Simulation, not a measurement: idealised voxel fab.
You're looking at the process module voxel transistor to metal.
We display cut, a cross-section 185 nm in width whose square cells are each 5 nm.
Think of the cross-section as a grid of square cells. We describe it in bands, top to bottom, and each band covers one or more rows of those cells.
Top, bottom (nm), then materials left to right with widths (nm); lone material tagged "throughout" fills the whole band edge to edge; "empty" = empty space.
All heights in this document are referenced to 0, defined as the level beneath which the wafer, as received, consists entirely of one material. The lowest band is not bounded below; it extends indefinitely downward and is written in the form "0 down".
Read "30 to 40" as a graded width: first number on top, second number at the bottom, same change between each pair of neighbouring rows.
It should be understood that the words "all unchanged", when stated for a given step, signify that the cross-section underwent no change in any of its cells during that step.
Listed in "Non-vented voids": every empty space of 8 or more cells without an open way to the top. Form: width x height at distance, the distance being from the left edge, all in nm.
Step line, after settings: the simulator's comment on this step.
The "overlay nm" setting may appear on a step's line; for a step that uses a mask, it gives how far to the right of its planned position the mask lay, and a negative value indicates the left.
How should the pairs below be read? Each gives the cross-section before one process step and the cross-section after it, the latter drawn only to the lowest band that changed; the step that lies between them, with its settings, appears under the pair. Does a pair pick up where the pair above left off? Only where its entry headed "Pre-process" says so, since pairs can come from different runs of this module on the same starting wafer.
# Pre-process
	85 to 70 | 45 of empty | 20 of aC | 55 of empty | 20 of aC | 45 of empty
	70 to 55 | 45 of empty | 20 of W | 55 of empty | 20 of W | 45 of empty
	55 to 50 | TiN throughout
	50 to 35 | 40 of SiO2 | 5 of TiN | 10 of Ru | 5 of TiN | 55 of SiO2 | 5 of TiN | 10 of Ru | 5 of TiN | 50 of SiO2
	35 to 25 | 40 of SiO2 | 5 of TiN | 10 of Ru | 5 of TiN | 10 of SiO2 | 5 of SiN | 5 of SiO2 | 25 of SiCN | 5 of SiO2 | 5 of SiN | 5 of TiN | 10 of Ru | 5 of TiN | 50 of SiO2
	25 to 5 | 40 of SiO2 | 5 of TiN | 10 of Ru | 5 of TiN | 10 of SiO2 | 5 of SiN | 5 of SiO2 | 25 of polySi | 5 of SiO2 | 5 of SiN | 5 of TiN | 10 of Ru | 5 of TiN | 50 of SiO2
	5 to 0 | 40 of SiO2 | 10 of TiN | 5 of Ru | 5 of TiN | 10 of SiO2 | 5 of SiN | 5 of SiO2 | 25 of polySi | 5 of SiO2 | 5 of SiN | 20 of TiN | 50 of SiO2
	0 to -5 | 40 of SiO2 | 5 of SiN | 5 of TiN | 5 of Ru | 5 of TiN | 10 of nSi | 5 of SiN | 5 of SiO2 | 25 of polySi | 5 of SiO2 | 5 of SiN | 10 of nSi | 10 of TiN | 5 of SiO2 | 5 of SiN | 40 of SiO2
	-5 to -10 | 45 of SiO2 | 15 of TiN | 10 of nSi | 45 of SiO2 | 10 of nSi | 10 of TiN | 50 of SiO2
	-10 to -20 | 45 of SiO2 | 25 of nSi | 45 of Si | 25 of nSi | 45 of SiO2
	-20 to -45 | 45 of SiO2 | 95 of Si | 45 of SiO2
	-45 down | Si throughout
	Non-vented voids: none
# Post-Process View
	85 to 70 | 45 of empty | 20 of aC | 55 of empty | 20 of aC | 45 of empty
	70 to 55 | 45 of empty | 20 of W | 55 of empty | 20 of W | 45 of empty
	55 to 50 | 45 of empty | 20 of TiN | 55 of empty | 20 of TiN | 45 of empty
	Beneath the level 50, the cross-section is identical to its previous state.
	Non-vented voids: none
Relating the two cross-sections above, the step in between is DIRECTIONAL_ETCH (etch materials TiN; depth nm 5)
Pre-process: The pre-step condition corresponds to the post-step cross-section depicted in the pair directly above.
# Post-Process View
	70 to 55 | 45 of empty | 20 of W | 55 of empty | 20 of W | 45 of empty
	Beneath the level 55, the cross-section is identical to its previous state.
	Non-vented voids: none
Relating the two cross-sections above, the step in between is STRIP (etch materials aC)
Pre-process: The pre-step condition corresponds to the post-step cross-section depicted in the pair directly above.
# Post-Process View
	75 to 70 | 40 of empty | 30 of SiN | 45 of empty | 30 of SiN | 40 of empty
	70 to 55 | 40 of empty | 5 of SiN | 20 of W | 5 of SiN | 45 of empty | 5 of SiN | 20 of W | 5 of SiN | 40 of empty
	55 to 50 | 45 of SiN | 20 of TiN | 55 of SiN | 20 of TiN | 45 of SiN
	Beneath the level 50, the cross-section is identical to its previous state.
	Non-vented voids: none
Relating the two cross-sections above, the step in between is CONFORMAL_DEP (material SiN; thk nm 5)
Pre-process: The pre-step condition corresponds to the post-step cross-section depicted in the pair directly above.
# Post-Process View
	85 to 75 | lowk throughout
	75 to 70 | 40 of lowk | 30 of SiN | 45 of lowk | 30 of SiN | 40 of lowk
	70 to 55 | 40 of lowk | 5 of SiN | 20 of W | 5 of SiN | 45 of lowk | 5 of SiN | 20 of W | 5 of SiN | 40 of lowk
	Beneath the level 55, the cross-section is identical to its previous state.
	Non-vented voids: none
Relating the two cross-sections above, the step in between is FILL_DEP (material lowk; thk nm 10)
Pre-process: The pre-step condition corresponds to the post-step cross-section depicted in the pair directly above.
# Post-Process View
	70 to 55 | 40 of lowk | 5 of SiN | 20 of W | 5 of SiN | 45 of lowk | 5 of SiN | 20 of W | 5 of SiN | 40 of lowk
	Beneath the level 55, the cross-section is identical to its previous state.
	Non-vented voids: none
Relating the two cross-sections above, the step in between is CMP (height nm 70)
Pre-process: The pre-step condition corresponds to the post-step cross-section depicted in the pair directly above.
# Post-Process View
	75 to 70 | SiCN throughout
	Beneath the level 70, the cross-section is identical to its previous state.
	Non-vented voids: none
Relating the two cross-sections above, the step in between is CONFORMAL_DEP (material SiCN; thk nm 5)
Pre-process: The pre-step condition corresponds to the post-step cross-section depicted in the pair directly above.
# Post-Process View
	110 to 75 | SiO2 throughout
	Beneath the level 75, the cross-section is identical to its previous state.
	Non-vented voids: none
Relating the two cross-sections above, the step in between is DIRECTIONAL_DEP (material SiO2; thk nm 35)
Pre-process: The pre-step condition corresponds to the post-step cross-section depicted in the pair directly above.
# Post-Process View
	110 to 90 | 45 of SiO2 | 20 of empty | 55 of SiO2 | 20 of empty | 45 of SiO2
	Beneath the level 90, the cross-section is identical to its previous state.
	Non-vented voids: none
Relating the two cross-sections above, the step in between is MASKED_ETCH (tone open; mask id METAL_2; width nm 20; pitch nm 75; etch materials SiO2; depth nm 20; overlay nm 0)
Pre-process: The pre-step condition corresponds to the post-step cross-section depicted in the pair directly above.
# Post-Process View
	110 to 90 | 45 of SiO2 | 20 of empty | 55 of SiO2 | 20 of empty | 45 of SiO2
	90 to 75 | 45 of SiO2 | 15 of empty | 60 of SiO2 | 15 of empty | 50 of SiO2
	Beneath the level 75, the cross-section is identical to its previous state.
	Non-vented voids: none
Relating the two cross-sections above, the step in between is MASKED_ETCH (tone open; mask id METAL_2_HOLES; width nm 15; pitch nm 75; etch materials SiO2; depth nm 15; overlay nm 0)
Pre-process: The pre-step condition corresponds to the post-step cross-section depicted in the pair directly above.
# Post-Process View
	110 to 90 | 45 of SiO2 | 20 of empty | 55 of SiO2 | 20 of empty | 45 of SiO2
	90 to 75 | 45 of SiO2 | 15 of empty | 60 of SiO2 | 15 of empty | 50 of SiO2
	75 to 70 | 45 of SiCN | 15 of empty | 60 of SiCN | 15 of empty | 50 of SiCN
	Beneath the level 70, the cross-section is identical to its previous state.
	Non-vented voids: none
Relating the two cross-sections above, the step in between is MASKED_ETCH (tone open; mask id METAL_2_HOLES; width nm 15; pitch nm 75; etch materials SiCN; depth nm 5; overlay nm 0)
Pre-process: The pre-step condition corresponds to the post-step cross-section depicted in the pair directly above.
# Post-Process View
	115 to 110 | 50 of TiN | 10 of empty | 65 of TiN | 10 of empty | 50 of TiN
	110 to 95 | 45 of SiO2 | 5 of TiN | 10 of empty | 5 of TiN | 55 of SiO2 | 5 of TiN | 10 of empty | 5 of TiN | 45 of SiO2
	95 to 90 | 45 of SiO2 | 5 of TiN | 5 of empty | 10 of TiN | 55 of SiO2 | 5 of TiN | 5 of empty | 10 of TiN | 45 of SiO2
	90 to 75 | 45 of SiO2 | 5 of TiN | 5 of empty | 5 of TiN | 60 of SiO2 | 5 of TiN | 5 of empty | 5 of TiN | 50 of SiO2
	75 to 70 | 45 of SiCN | 15 of TiN | 60 of SiCN | 15 of TiN | 50 of SiCN
	Beneath the level 70, the cross-section is identical to its previous state.
	Non-vented voids: none
Relating the two cross-sections above, the step in between is CONFORMAL_DEP (material TiN; thk nm 5)
Pre-process: The pre-step condition corresponds to the post-step cross-section depicted in the pair directly above.
# Post-Process View
	120 to 115 | Ru throughout
	115 to 110 | 50 of TiN | 10 of Ru | 65 of TiN | 10 of Ru | 50 of TiN
	110 to 95 | 45 of SiO2 | 5 of TiN | 10 of Ru | 5 of TiN | 55 of SiO2 | 5 of TiN | 10 of Ru | 5 of TiN | 45 of SiO2
	95 to 90 | 45 of SiO2 | 5 of TiN | 5 of Ru | 10 of TiN | 55 of SiO2 | 5 of TiN | 5 of Ru | 10 of TiN | 45 of SiO2
	90 to 75 | 45 of SiO2 | 5 of TiN | 5 of Ru | 5 of TiN | 60 of SiO2 | 5 of TiN | 5 of Ru | 5 of TiN | 50 of SiO2
	Beneath the level 75, the cross-section is identical to its previous state.
	Non-vented voids: none
Relating the two cross-sections above, the step in between is FILL_DEP (material Ru; thk nm 5)
Pre-process: The pre-step condition corresponds to the post-step cross-section depicted in the pair directly above.
# Post-Process View
	110 to 95 | 45 of SiO2 | 5 of TiN | 10 of Ru | 5 of TiN | 55 of SiO2 | 5 of TiN | 10 of Ru | 5 of TiN | 45 of SiO2
	Beneath the level 95, the cross-section is identical to its previous state.
	Non-vented voids: none
Relating the two cross-sections above, the step in between is CMP (height nm 110)
Pre-process: The pre-step condition corresponds to the post-step cross-section depicted in the pair directly above.
# Post-Process View
	115 to 110 | SiN throughout
	Beneath the level 110, the cross-section is identical to its previous state.
	Non-vented voids: none
Relating the two cross-sections above, the step in between is CONFORMAL_DEP (material SiN; thk nm 5)
# Pre-process
	115 to 110 | 50 of TiN | 10 of empty | 65 of TiN | 10 of empty | 50 of TiN
	110 to 95 | 45 of SiO2 | 5 of TiN | 10 of empty | 5 of TiN | 55 of SiO2 | 5 of TiN | 10 of empty | 5 of TiN | 45 of SiO2
	95 to 90 | 45 of SiO2 | 5 of TiN | 5 of empty | 10 of TiN | 55 of SiO2 | 5 of TiN | 5 of empty | 10 of TiN | 45 of SiO2
	90 to 75 | 45 of SiO2 | 5 of TiN | 5 of empty | 5 of TiN | 60 of SiO2 | 5 of TiN | 5 of empty | 5 of TiN | 50 of SiO2
	75 to 70 | 45 of SiCN | 15 of TiN | 60 of SiCN | 15 of TiN | 50 of SiCN
	70 to 55 | 40 of lowk | 5 of SiN | 20 of W | 5 of SiN | 45 of lowk | 5 of SiN | 20 of W | 5 of SiN | 40 of lowk
	55 to 50 | 45 of SiN | 20 of TiN | 55 of SiN | 20 of TiN | 45 of SiN
	50 to 35 | 45 of SiO2 | 5 of TiN | 10 of Ru | 5 of TiN | 55 of SiO2 | 5 of TiN | 10 of Ru | 5 of TiN | 45 of SiO2
	35 to 25 | 45 of SiO2 | 5 of TiN | 10 of Ru | 5 of TiN | 5 of SiO2 | 5 of SiN | 5 of SiO2 | 25 of SiCN | 5 of SiO2 | 5 of SiN | 5 of SiO2 | 5 of TiN | 10 of Ru | 5 of TiN | 45 of SiO2
	25 to 5 | 45 of SiO2 | 5 of TiN | 10 of Ru | 5 of TiN | 5 of SiO2 | 5 of SiN | 5 of SiO2 | 25 of polySi | 5 of SiO2 | 5 of SiN | 5 of SiO2 | 5 of TiN | 10 of Ru | 5 of TiN | 45 of SiO2
	5 to 0 | 45 of SiO2 | 5 of TiN | 5 of Ru | 10 of TiN | 5 of SiO2 | 5 of SiN | 5 of SiO2 | 25 of polySi | 5 of SiO2 | 5 of SiN | 5 of SiO2 | 10 of TiN | 5 of Ru | 5 of TiN | 45 of SiO2
	0 to -5 | 40 of SiO2 | 5 of SiN | 5 of TiN | 5 of Ru | 5 of TiN | 10 of nSi | 5 of SiN | 5 of SiO2 | 25 of polySi | 5 of SiO2 | 5 of SiN | 10 of nSi | 5 of TiN | 5 of Ru | 5 of TiN | 5 of SiN | 40 of SiO2
	-5 to -10 | 45 of SiO2 | 15 of TiN | 10 of nSi | 45 of SiO2 | 10 of nSi | 15 of TiN | 45 of SiO2
	-10 to -20 | 45 of SiO2 | 25 of nSi | 45 of Si | 25 of nSi | 45 of SiO2
	-20 to -45 | 45 of SiO2 | 95 of Si | 45 of SiO2
	-45 down | Si throughout
	Non-vented voids: none
# Post-Process View
	120 to 115 | SiN throughout
	115 to 110 | 50 of TiN | 10 of SiN | 65 of TiN | 10 of SiN | 50 of TiN
	110 to 95 | 45 of SiO2 | 5 of TiN | 10 of SiN | 5 of TiN | 55 of SiO2 | 5 of TiN | 10 of SiN | 5 of TiN | 45 of SiO2
	95 to 90 | 45 of SiO2 | 5 of TiN | 5 of SiN | 10 of TiN | 55 of SiO2 | 5 of TiN | 5 of SiN | 10 of TiN | 45 of SiO2
	90 to 75 | 45 of SiO2 | 5 of TiN | 5 of SiN | 5 of TiN | 60 of SiO2 | 5 of TiN | 5 of SiN | 5 of TiN | 50 of SiO2
	Beneath the level 75, the cross-section is identical to its previous state.
	Non-vented voids: none
Relating the two cross-sections above, the step in between is FILL_DEP (material SiN; thk nm 5)
Pre-process: The pre-step condition corresponds to the post-step cross-section depicted in the pair directly above.
# Post-Process View
	110 to 95 | 45 of SiO2 | 5 of TiN | 10 of SiN | 5 of TiN | 55 of SiO2 | 5 of TiN | 10 of SiN | 5 of TiN | 45 of SiO2
	Beneath the level 95, the cross-section is identical to its previous state.
	Non-vented voids: none
Relating the two cross-sections above, the step in between is CMP (height nm 110)
Pre-process: The pre-step condition corresponds to the post-step cross-section depicted in the pair directly above.
# Post-Process View
	115 to 110 | SiN throughout
	Beneath the level 110, the cross-section is identical to its previous state.
	Non-vented voids: none
Relating the two cross-sections above, the step in between is CONFORMAL_DEP (material SiN; thk nm 5)
# Pre-process
	40 to 35 | 35 of SiCN | 115 of empty | 35 of SiCN
	35 to 30 | SiCN throughout
	30 to 25 | 35 of polySi | 115 of SiCN | 35 of polySi
	25 to 0 | polySi throughout
	0 to -5 | 35 of SiO2 | 115 of polySi | 35 of SiO2
	-5 to -10 | SiO2 throughout
	-10 to -45 | 45 of SiO2 | 95 of Si | 45 of SiO2
	-45 down | Si throughout
	Non-vented voids: none
# Post-Process View
	60 to 40 | 80 of resist | 25 of empty | 80 of resist
	40 to 35 | 35 of SiCN | 45 of resist | 25 of empty | 45 of resist | 35 of SiCN
	Beneath the level 35, the cross-section is identical to its previous state.
	Non-vented voids: none
Relating the two cross-sections above, the step in between is PATTERN (tone open; mask id GATE; material resist; width nm 25; thk nm 20; overlay nm 0)
Pre-process: The pre-step condition corresponds to the post-step cross-section depicted in the pair directly above.
# Post-Process View
	60 to 40 | 80 of resist | 25 of empty | 80 of resist
	40 to 35 | 35 of SiCN | 45 of resist | 25 of empty | 45 of resist | 35 of SiCN
	35 to 30 | 80 of SiCN | 25 of empty | 80 of SiCN
	30 to 25 | 35 of polySi | 45 of SiCN | 25 of empty | 45 of SiCN | 35 of polySi
	Beneath the level 25, the cross-section is identical to its previous state.
	Non-vented voids: none
Relating the two cross-sections above, the step in between is DIRECTIONAL_ETCH (etch materials SiCN; depth nm 20)
Pre-process: The pre-step condition corresponds to the post-step cross-section depicted in the pair directly above.
# Post-Process View
	60 to 40 | 80 of resist | 25 of empty | 80 of resist
	40 to 35 | 35 of SiCN | 45 of resist | 25 of empty | 45 of resist | 35 of SiCN
	35 to 30 | 80 of SiCN | 25 of empty | 80 of SiCN
	30 to 25 | 35 of polySi | 45 of SiCN | 25 of empty | 45 of SiCN | 35 of polySi
	25 to 0 | 80 of polySi | 25 of empty | 80 of polySi
	0 to -5 | 35 of SiO2 | 45 of polySi | 25 of empty | 45 of polySi | 35 of SiO2
	Beneath the level -5, the cross-section is identical to its previous state.
	Non-vented voids: none
Relating the two cross-sections above, the step in between is DIRECTIONAL_ETCH (etch materials polySi; depth nm 40)
Pre-process: The pre-step condition corresponds to the post-step cross-section depicted in the pair directly above.
# Post-Process View
	40 to 30 | 35 to 80 of SiCN | 115 to 25 of empty | 35 to 80 of SiCN
	Beneath the level 30, the cross-section is identical to its previous state.
	Non-vented voids: none
Relating the two cross-sections above, the step in between is STRIP (etch materials resist)
Pre-process: The pre-step condition corresponds to the post-step cross-section depicted in the pair directly above.
# Post-Process View
	45 to 40 | 40 of SiO2 | 105 of empty | 40 of SiO2
	40 to 30 | 35 to 80 of SiCN | 50 to 5 of SiO2 | 15 of empty | 50 to 5 of SiO2 | 35 to 80 of SiCN
	30 to 25 | 35 of polySi | 45 of SiCN | 5 of SiO2 | 15 of empty | 5 of SiO2 | 45 of SiCN | 35 of polySi
	25 to 0 | 80 of polySi | 5 of SiO2 | 15 of empty | 5 of SiO2 | 80 of polySi
	0 to -5 | 35 of SiO2 | 45 of polySi | 25 of SiO2 | 45 of polySi | 35 of SiO2
	Beneath the level -5, the cross-section is identical to its previous state.
	Non-vented voids: none
Relating the two cross-sections above, the step in between is CONFORMAL_DEP (material SiO2; thk nm 5)
Pre-process: The pre-step condition corresponds to the post-step cross-section depicted in the pair directly above.
# Post-Process View
	40 to 30 | 35 to 80 of SiCN | 5 of SiO2 | 105 to 15 of empty | 5 of SiO2 | 35 to 80 of SiCN
	30 to 25 | 35 of polySi | 45 of SiCN | 5 of SiO2 | 15 of empty | 5 of SiO2 | 45 of SiCN | 35 of polySi
	25 to 0 | 80 of polySi | 5 of SiO2 | 15 of empty | 5 of SiO2 | 80 of polySi
	0 to -5 | 35 of SiO2 | 45 of polySi | 5 of SiO2 | 15 of empty | 5 of SiO2 | 45 of polySi | 35 of SiO2
	Beneath the level -5, the cross-section is identical to its previous state.
	Non-vented voids: none
Relating the two cross-sections above, the step in between is DIRECTIONAL_ETCH (etch materials SiO2; depth nm 5)
Pre-process: The pre-step condition corresponds to the post-step cross-section depicted in the pair directly above.
# Post-Process View
	45 to 40 | 45 of SiN | 95 of empty | 45 of SiN
	40 to 30 | 35 to 80 of SiCN | 5 of SiO2 | 50 to 5 of SiN | 5 of empty | 50 to 5 of SiN | 5 of SiO2 | 35 to 80 of SiCN
	30 to 25 | 35 of polySi | 45 of SiCN | 5 of SiO2 | 5 of SiN | 5 of empty | 5 of SiN | 5 of SiO2 | 45 of SiCN | 35 of polySi
	25 to 0 | 80 of polySi | 5 of SiO2 | 5 of SiN | 5 of empty | 5 of SiN | 5 of SiO2 | 80 of polySi
	0 to -5 | 35 of SiO2 | 45 of polySi | 5 of SiO2 | 15 of SiN | 5 of SiO2 | 45 of polySi | 35 of SiO2
	Beneath the level -5, the cross-section is identical to its previous state.
	Non-vented voids: none
Relating the two cross-sections above, the step in between is CONFORMAL_DEP (material SiN; thk nm 5)
Pre-process: The pre-step condition corresponds to the post-step cross-section depicted in the pair directly above.
# Post-Process View
	40 to 30 | 35 to 80 of SiCN | 5 of SiO2 | 5 of SiN | 95 to 5 of empty | 5 of SiN | 5 of SiO2 | 35 to 80 of SiCN
	30 to 25 | 35 of polySi | 45 of SiCN | 5 of SiO2 | 5 of SiN | 5 of empty | 5 of SiN | 5 of SiO2 | 45 of SiCN | 35 of polySi
	25 to 0 | 80 of polySi | 5 of SiO2 | 5 of SiN | 5 of empty | 5 of SiN | 5 of SiO2 | 80 of polySi
	0 to -5 | 35 of SiO2 | 45 of polySi | 5 of SiO2 | 5 of SiN | 5 of empty | 5 of SiN | 5 of SiO2 | 45 of polySi | 35 of SiO2
	Beneath the level -5, the cross-section is identical to its previous state.
	Non-vented voids: none
Relating the two cross-sections above, the step in between is DIRECTIONAL_ETCH (etch materials SiN; depth nm 5)
Pre-process: The pre-step condition corresponds to the post-step cross-section depicted in the pair directly above.
# Post-Process View
	40 to 30 | 35 to 80 of SiCN | 5 of empty | 5 of SiN | 95 to 5 of empty | 5 of SiN | 5 of empty | 35 to 80 of SiCN
	30 to 25 | 35 of polySi | 45 of SiCN | 5 of SiO2 | 5 of SiN | 5 of empty | 5 of SiN | 5 of SiO2 | 45 of SiCN | 35 of polySi
	25 to 0 | 80 of polySi | 5 of SiO2 | 5 of SiN | 5 of empty | 5 of SiN | 5 of SiO2 | 80 of polySi
	0 to -5 | 35 of SiO2 | 45 of polySi | 5 of SiO2 | 5 of SiN | 5 of empty | 5 of SiN | 5 of SiO2 | 45 of polySi | 35 of SiO2
	-5 to -10 | 90 of SiO2 | 5 of empty | 90 of SiO2
	Beneath the level -10, the cross-section is identical to its previous state.
	Non-vented voids: none
Relating the two cross-sections above, the step in between is DIRECTIONAL_ETCH (etch materials SiO2; depth nm 5)
Pre-process: The pre-step condition corresponds to the post-step cross-section depicted in the pair directly above.
# Post-Process View
	40 to 30 | 35 to 80 of SiCN | 5 of empty | 5 of SiN | 95 to 5 of empty | 5 of SiN | 5 of empty | 35 to 80 of SiCN
	30 to 25 | 35 of polySi | 45 of SiCN | 5 of SiO2 | 5 of SiN | 5 of empty | 5 of SiN | 5 of SiO2 | 45 of SiCN | 35 of polySi
	25 to 0 | 80 of polySi | 5 of SiO2 | 5 of SiN | 5 of empty | 5 of SiN | 5 of SiO2 | 80 of polySi
	0 to -5 | 35 of SiO2 | 45 of polySi | 5 of SiO2 | 5 of SiN | 5 of empty | 5 of SiN | 5 of SiO2 | 45 of polySi | 35 of SiO2
	-5 to -10 | 90 of SiO2 | 5 of empty | 90 of SiO2
	-10 to -20 | 45 of SiO2 | 45 of Si | 5 of empty | 45 of Si | 45 of SiO2
	Beneath the level -20, the cross-section is identical to its previous state.
	Non-vented voids: none
Relating the two cross-sections above, the step in between is DIRECTIONAL_ETCH (etch materials Si; depth nm 10)
Pre-process: The pre-step condition corresponds to the post-step cross-section depicted in the pair directly above.
# Post-Process View
	40 to 30 | 35 to 80 of SiCN | 5 of empty | 5 of SiN | 95 to 5 of empty | 5 of SiN | 5 of empty | 35 to 80 of SiCN
	30 to 25 | 35 of polySi | 45 of SiCN | 5 of SiO2 | 5 of SiN | 5 of empty | 5 of SiN | 5 of SiO2 | 45 of SiCN | 35 of polySi
	25 to 0 | 80 of polySi | 5 of SiO2 | 5 of SiN | 5 of empty | 5 of SiN | 5 of SiO2 | 80 of polySi
	0 to -5 | 35 of SiO2 | 45 of polySi | 5 of SiO2 | 5 of SiN | 5 of nSi | 5 of SiN | 5 of SiO2 | 45 of polySi | 35 of SiO2
	-5 to -10 | 90 of SiO2 | 5 of nSi | 90 of SiO2
	-10 to -20 | 45 of SiO2 | 45 of Si | 5 of nSi | 45 of Si | 45 of SiO2
	Beneath the level -20, the cross-section is identical to its previous state.
	Non-vented voids: none
Relating the two cross-sections above, the step in between is EPI (material nSi; thk nm 10)
Pre-process: The pre-step condition corresponds to the post-step cross-section depicted in the pair directly above.
# Post-Process View
	50 to 40 | SiO2 throughout
	40 to 30 | 35 to 80 of SiCN | 5 of SiO2 | 5 of SiN | 95 to 5 of SiO2 | 5 of SiN | 5 of SiO2 | 35 to 80 of SiCN
	30 to 25 | 35 of polySi | 45 of SiCN | 5 of SiO2 | 5 of SiN | 5 of SiO2 | 5 of SiN | 5 of SiO2 | 45 of SiCN | 35 of polySi
	25 to 0 | 80 of polySi | 5 of SiO2 | 5 of SiN | 5 of SiO2 | 5 of SiN | 5 of SiO2 | 80 of polySi
	Beneath the level 0, the cross-section is identical to its previous state.
	Non-vented voids: none
Relating the two cross-sections above, the step in between is FILL_DEP (material SiO2; thk nm 10)
Pre-process: The pre-step condition corresponds to the post-step cross-section depicted in the pair directly above.
# Post-Process View
	35 to 30 | 80 of SiCN | 5 of SiO2 | 5 of SiN | 5 of SiO2 | 5 of SiN | 5 of SiO2 | 80 of SiCN
	Beneath the level 30, the cross-section is identical to its previous state.
	Non-vented voids: none
Relating the two cross-sections above, the step in between is CMP (height nm 35)
Pre-process: The pre-step condition corresponds to the post-step cross-section depicted in the pair directly above.
# Post-Process View
	50 to 35 | SiO2 throughout
	Beneath the level 35, the cross-section is identical to its previous state.
	Non-vented voids: none
Relating the two cross-sections above, the step in between is DIRECTIONAL_DEP (material SiO2; thk nm 15)
Pre-process: The pre-step condition corresponds to the post-step cross-section depicted in the pair directly above.
# Post-Process View
	65 to 50 | 45 of resist | 20 of empty | 55 of resist | 20 of empty | 45 of resist
	Beneath the level 50, the cross-section is identical to its previous state.
	Non-vented voids: none
Relating the two cross-sections above, the step in between is PATTERN (tone open; mask id CONTACT; material resist; width nm 20; pitch nm 75; thk nm 15; overlay nm 0)
Pre-process: The pre-step condition corresponds to the post-step cross-section depicted in the pair directly above.
# Post-Process View
	65 to 50 | 45 of resist | 20 of empty | 55 of resist | 20 of empty | 45 of resist
	50 to 35 | 45 of SiO2 | 20 of empty | 55 of SiO2 | 20 of empty | 45 of SiO2
	Beneath the level 35, the cross-section is identical to its previous state.
	Non-vented voids: none
Relating the two cross-sections above, the step in between is DIRECTIONAL_ETCH (etch materials SiO2; depth nm 60)
Pre-process: The pre-step condition corresponds to the post-step cross-section depicted in the pair directly above.
# Post-Process View
	50 to 35 | 45 of SiO2 | 20 of empty | 55 of SiO2 | 20 of empty | 45 of SiO2
	Beneath the level 35, the cross-section is identical to its previous state.
	Non-vented voids: none
Relating the two cross-sections above, the step in between is STRIP (etch materials resist)
Pre-process: The pre-step condition corresponds to the post-step cross-section depicted in the pair directly above.
# Post-Process View
	55 to 50 | 50 of TiN | 10 of empty | 65 of TiN | 10 of empty | 50 of TiN
	50 to 40 | 45 of SiO2 | 5 of TiN | 10 of empty | 5 of TiN | 55 of SiO2 | 5 of TiN | 10 of empty | 5 of TiN | 45 of SiO2
	40 to 35 | 45 of SiO2 | 20 of TiN | 55 of SiO2 | 20 of TiN | 45 of SiO2
	Beneath the level 35, the cross-section is identical to its previous state.
	Non-vented voids: none
Relating the two cross-sections above, the step in between is CONFORMAL_DEP (material TiN; thk nm 5)
Pre-process: The pre-step condition corresponds to the post-step cross-section depicted in the pair directly above.
# Post-Process View
	60 to 55 | Ru throughout
	55 to 50 | 50 of TiN | 10 of Ru | 65 of TiN | 10 of Ru | 50 of TiN
	50 to 40 | 45 of SiO2 | 5 of TiN | 10 of Ru | 5 of TiN | 55 of SiO2 | 5 of TiN | 10 of Ru | 5 of TiN | 45 of SiO2
	Beneath the level 40, the cross-section is identical to its previous state.
	Non-vented voids: none
Relating the two cross-sections above, the step in between is FILL_DEP (material Ru; thk nm 5)
Pre-process: The pre-step condition corresponds to the post-step cross-section depicted in the pair directly above.
# Post-Process View
	50 to 40 | 45 of SiO2 | 5 of TiN | 10 of Ru | 5 of TiN | 55 of SiO2 | 5 of TiN | 10 of Ru | 5 of TiN | 45 of SiO2
	Beneath the level 40, the cross-section is identical to its previous state.
	Non-vented voids: none
Relating the two cross-sections above, the step in between is CMP (height nm 50)
Pre-process: The pre-step condition corresponds to the post-step cross-section depicted in the pair directly above.
# Post-Process View
	55 to 50 | TiN throughout
	Beneath the level 50, the cross-section is identical to its previous state.
	Non-vented voids: none
Relating the two cross-sections above, the step in between is DIRECTIONAL_DEP (material TiN; thk nm 5)
Pre-process: The pre-step condition corresponds to the post-step cross-section depicted in the pair directly above.
# Post-Process View
	70 to 55 | W throughout
	Beneath the level 55, the cross-section is identical to its previous state.
	Non-vented voids: none
Relating the two cross-sections above, the step in between is DIRECTIONAL_DEP (material W; thk nm 15)
Pre-process: The pre-step condition corresponds to the post-step cross-section depicted in the pair directly above.
# Post-Process View
	85 to 70 | aC throughout
	Beneath the level 70, the cross-section is identical to its previous state.
	Non-vented voids: none
Relating the two cross-sections above, the step in between is DIRECTIONAL_DEP (material aC; thk nm 15)
Pre-process: The pre-step condition corresponds to the post-step cross-section depicted in the pair directly above.
# Post-Process View
	120 to 85 | 45 of empty | 20 of resist | 55 of empty | 20 of resist | 45 of empty
	Beneath the level 85, the cross-section is identical to its previous state.
	Non-vented voids: none
Relating the two cross-sections above, the step in between is PATTERN (tone cover; mask id METAL_1; material resist; width nm 20; pitch nm 75; thk nm 35; overlay nm 0)
Pre-process: The pre-step condition corresponds to the post-step cross-section depicted in the pair directly above.
# Post-Process View
	105 to 85 | 45 of empty | 20 of resist | 55 of empty | 20 of resist | 45 of empty
	85 to 70 | 45 of empty | 20 of aC | 55 of empty | 20 of aC | 45 of empty
	Beneath the level 70, the cross-section is identical to its previous state.
	Non-vented voids: none
Relating the two cross-sections above, the step in between is DIRECTIONAL_ETCH (etch materials aC; depth nm 15)
Pre-process: The pre-step condition corresponds to the post-step cross-section depicted in the pair directly above.
# Post-Process View
	85 to 70 | 45 of empty | 20 of aC | 55 of empty | 20 of aC | 45 of empty
	Beneath the level 70, the cross-section is identical to its previous state.
	Non-vented voids: none
Relating the two cross-sections above, the step in between is STRIP (etch materials resist)
Pre-process: The pre-step condition corresponds to the post-step cross-section depicted in the pair directly above.
# Post-Process View
	85 to 70 | 45 of empty | 20 of aC | 55 of empty | 20 of aC | 45 of empty
	70 to 55 | 45 of empty | 20 of W | 55 of empty | 20 of W | 45 of empty
	Beneath the level 55, the cross-section is identical to its previous state.
	Non-vented voids: none
Relating the two cross-sections above, the step in between is DIRECTIONAL_ETCH (etch materials W; depth nm 15)
Pre-process: The pre-step condition corresponds to the post-step cross-section depicted in the pair directly above.
# Post-Process View
	85 to 70 | 45 of empty | 20 of aC | 55 of empty | 20 of aC | 45 of empty
	70 to 55 | 45 of empty | 20 of W | 55 of empty | 20 of W | 45 of empty
	55 to 50 | 45 of empty | 20 of TiN | 55 of empty | 20 of TiN | 45 of empty
	Beneath the level 50, the cross-section is identical to its previous state.
	Non-vented voids: none
Relating the two cross-sections above, the step in between is DIRECTIONAL_ETCH (etch materials TiN; depth nm 5)
Pre-process: The pre-step condition corresponds to the post-step cross-section depicted in the pair directly above.
# Post-Process View
	70 to 55 | 45 of empty | 20 of W | 55 of empty | 20 of W | 45 of empty
	Beneath the level 55, the cross-section is identical to its previous state.
	Non-vented voids: none
Relating the two cross-sections above, the step in between is STRIP (etch materials aC)
